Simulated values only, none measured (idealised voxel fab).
process module | voxel ribs on slabs
cross-section cut | 225 nm wide | cells 5 nm
A cross-section is a grid of square cells, given in bands from the top down. A band is one or more rows of cells.
Each band's line starts with the height of the band's top and of its bottom, in nm. Then come its materials from left to right, each with its width in nm. One material with "throughout" fills the band from edge to edge. "air" is empty space.
Height 0 is the level under which the wafer as received is all one material. The lowest band goes on downwards, as in "0 down".
A width such as "30 to 40" changes by the same amount from each row of cells to the next, from the band's top row to its bottom row.
"no change" after a step means that no cell of the cross-section changed.
closed voids: empty space of 8 cells or more with no open way to the top, each as width x height at its distance from the left edge, in nm
after a step's settings: what the simulator itself notes on the step
overlay nm, on a step with a mask: how far to the right of its planned place the mask lay; to the left if negative
plan
1 op RECEIVE | material Si
2 op DIRECTIONAL_DEP | material SiO2 | thk nm 25
3 op DIRECTIONAL_DEP | material SiN | thk nm 15
4 op DIRECTIONAL_DEP | material aC | thk nm 15
5 op PATTERN | tone cover | mask id RIB | material resist | width nm 15 | thk nm 35 | overlay nm 0
6 op DIRECTIONAL_ETCH | etch materials aC | depth nm 15
7 op STRIP | etch materials resist
8 op DIRECTIONAL_ETCH | etch materials SiN | depth nm 10
9 op STRIP | etch materials aC
10 op MASKED_ETCH | tone cover | mask id SLAB | width nm 55 | etch materials SiN | depth nm 5 | overlay nm 0
11 op FILL_DEP | material SiO2 | thk nm 20
12 op CMP | height nm 55
13 op DIRECTIONAL_DEP | material TiN | thk nm 5
14 op PATTERN | tone cover | mask id HEATER | material resist | width nm 25 | thk nm 20 | overlay nm 0
15 op DIRECTIONAL_ETCH | etch materials TiN | depth nm 5
16 op STRIP | etch materials resist
17 op CONFORMAL_DEP | material SiN | thk nm 10
first wafer, as planned
as received, after step 1
  0 down: Si throughout
  closed voids: none
after step 2
  25 to 0: SiO2 throughout
  below 0: unchanged
after step 3
  40 to 25: SiN throughout
  below 25: unchanged
after step 4
  55 to 40: aC throughout
  below 40: unchanged
after step 5
  90 to 55: air 105 | resist 15 | air 105
  below 55: unchanged
after step 6
  75 to 55: air 105 | resist 15 | air 105
  55 to 40: air 105 | aC 15 | air 105
  below 40: unchanged
after step 7
  55 to 40: air 105 | aC 15 | air 105
  below 40: unchanged
after step 8
  55 to 40: air 105 | aC 15 | air 105
  40 to 30: air 105 | SiN 15 | air 105
  below 30: unchanged
after step 9
  40 to 30: air 105 | SiN 15 | air 105
  below 30: unchanged
after step 10
  40 to 30: air 105 | SiN 15 | air 105
  30 to 25: air 85 | SiN 55 | air 85
  below 25: unchanged
after step 11
  60 to 40: SiO2 throughout
  40 to 30: SiO2 105 | SiN 15 | SiO2 105
  30 to 25: SiO2 85 | SiN 55 | SiO2 85
  below 25: unchanged
after step 12
  55 to 40: SiO2 throughout
  below 40: unchanged
after step 13
  60 to 55: TiN throughout
  below 55: unchanged
after step 14
  80 to 60: air 100 | resist 25 | air 100
  below 60: unchanged
after step 15
  80 to 60: air 100 | resist 25 | air 100
  60 to 55: air 100 | TiN 25 | air 100
  below 55: unchanged
after step 16
  60 to 55: air 100 | TiN 25 | air 100
  below 55: unchanged
after step 17
  70 to 65: air 90 | SiN 45 | air 90
  65 to 60: SiN throughout
  60 to 55: SiN 100 | TiN 25 | SiN 100
  below 55: unchanged
second wafer: like start, like plan, one mistake. Through step 1 it matches the first wafer
when step 2 should have ended
  35 to 0: SiO2 throughout
  below 0: unchanged
when step 3 should have ended
  50 to 35: SiN throughout
  below 35: unchanged
when step 4 should have ended
  65 to 50: aC throughout
  below 50: unchanged
when step 5 should have ended
  100 to 65: air 105 | resist 15 | air 105
  below 65: unchanged
when step 6 should have ended
  85 to 65: air 105 | resist 15 | air 105
  65 to 50: air 105 | aC 15 | air 105
  below 50: unchanged
when step 7 should have ended
  65 to 50: air 105 | aC 15 | air 105
  below 50: unchanged
when step 8 should have ended
  65 to 50: air 105 | aC 15 | air 105
  50 to 40: air 105 | SiN 15 | air 105
  below 40: unchanged
when step 9 should have ended
  50 to 40: air 105 | SiN 15 | air 105
  below 40: unchanged
when step 10 should have ended
  50 to 40: air 105 | SiN 15 | air 105
  40 to 35: air 85 | SiN 55 | air 85
  below 35: unchanged
when step 11 should have ended
  70 to 50: SiO2 throughout
  50 to 40: SiO2 105 | SiN 15 | SiO2 105
  40 to 35: SiO2 85 | SiN 55 | SiO2 85
  below 35: unchanged
when step 12 should have ended
  55 to 50: SiO2 throughout
  below 50: unchanged
when step 13 should have ended
  60 to 55: TiN throughout
  below 55: unchanged
when step 14 should have ended
  80 to 60: air 100 | resist 25 | air 100
  below 60: unchanged
when step 15 should have ended
  80 to 60: air 100 | resist 25 | air 100
  60 to 55: air 100 | TiN 25 | air 100
  below 55: unchanged
when step 16 should have ended
  60 to 55: air 100 | TiN 25 | air 100
  below 55: unchanged
when step 17 should have ended
  70 to 65: air 90 | SiN 45 | air 90
  65 to 60: SiN throughout
  60 to 55: SiN 100 | TiN 25 | SiN 100
  below 55: unchanged
what went wrong: step 2 ran as: op DIRECTIONAL_DEP | material SiO2 | thk nm 35
at the end the second wafer has, in cells: as many of each material as the first, in other places
